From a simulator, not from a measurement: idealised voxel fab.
voxel ribs on slabs: a process module
For reference, the cross-section in this document is cut, with width 275 nm and square cells of 5 nm.
In what follows, cross-sections appear as grids of square cells, described through bands that run from the top down, where every band is one or more rows of cells. For a band, the entry starts with two heights in nm, that of the top and then that of the bottom, and carries on with the band's materials in order from left to right, each alongside its width in nm; the word "all across" beside a single material means it fills the band edge to edge, and "empty" means empty space. Heads up on the height convention: 0 is the point under which the incoming wafer is all one material, and the lowest band has no bottom, it just keeps going down, like "0 down". When a width is written as two numbers, as in "30 to 40", the first number is the width in the top row of cells of the band and the second is the width in its bottom row, and the width changes by the same amount from each row to the next. For the purposes of this document, the phrase "no alterations made" attached to a step denotes that no cell within the cross-section was modified by that step. If an empty space has no open way to the top and is at least 8 cells in size, "Closed voids list" lists it, written width x height at distance, where distance is measured from the left edge and every value is in nm. Anything after a step's settings on that line? It's the simulator's own note about the step. overlay nm: how far to the right of its planned place the mask lay on this masked step (negative: to the left).
### Steps in the process plan
1 RECEIVE (material Si)
2 DIRECTIONAL_DEP (material SiO2; thk nm 30)
3 DIRECTIONAL_DEP (material polySi; thk nm 25)
4 MASKED_ETCH (tone cover; mask id RIB; width nm 20; etch materials polySi; depth nm 5; overlay nm 0)
5 MASKED_ETCH (tone cover; mask id SLAB; width nm 80; etch materials polySi; depth nm 20; overlay nm 0)
6 FILL_DEP (material SiO2; thk nm 20)
7 CMP (height nm 70)
8 DIRECTIONAL_DEP (material TiN; thk nm 10)
9 MASKED_ETCH (tone cover; mask id HEATER; width nm 30; etch materials TiN; depth nm 10; overlay nm 0)
10 CONFORMAL_DEP (material SiN; thk nm 10)
### The cross-section here shows the wafer as received, i.e. in its state after step 1
- 0 down: Si all across
- Closed voids list: none
### Sectioned view, first of two wafers, at the close of the module, processed as intended in the plan
- 90 to 80: empty: 110; SiN: 50; empty: 115
- 80 to 70: SiN: 120; TiN: 30; SiN: 125
- 70 to 55: SiO2 all across
- 55 to 50: SiO2: 125; polySi: 20; SiO2: 130
- 50 to 30: SiO2: 95; polySi: 80; SiO2: 100
- 30 to 0: SiO2 all across
- 0 down: Si all across
- Closed voids list: none
### End-of-module cross-section of the second wafer: identical starting point and process plan to the first, with one processing mistake
- 90 to 80: empty: 110; SiN: 50; empty: 115
- 80 to 70: SiN: 120; TiN: 30; SiN: 125
- 70 to 55: SiO2 all across
- 55 to 50: SiO2: 125; polySi: 20; SiO2: 130
- 50 to 30: SiO2: 90; polySi: 90; SiO2: 95
- 30 to 0: SiO2 all across
- 0 down: Si all across
- Closed voids list: none
Run error: step 5 was not run as planned; what actually ran was MASKED_ETCH (tone cover; mask id SLAB; width nm 90; etch materials polySi; depth nm 20; overlay nm 0)
End of process, cell counts, second wafer against first, materials with more or fewer: -8 SiO2, +8 polySi
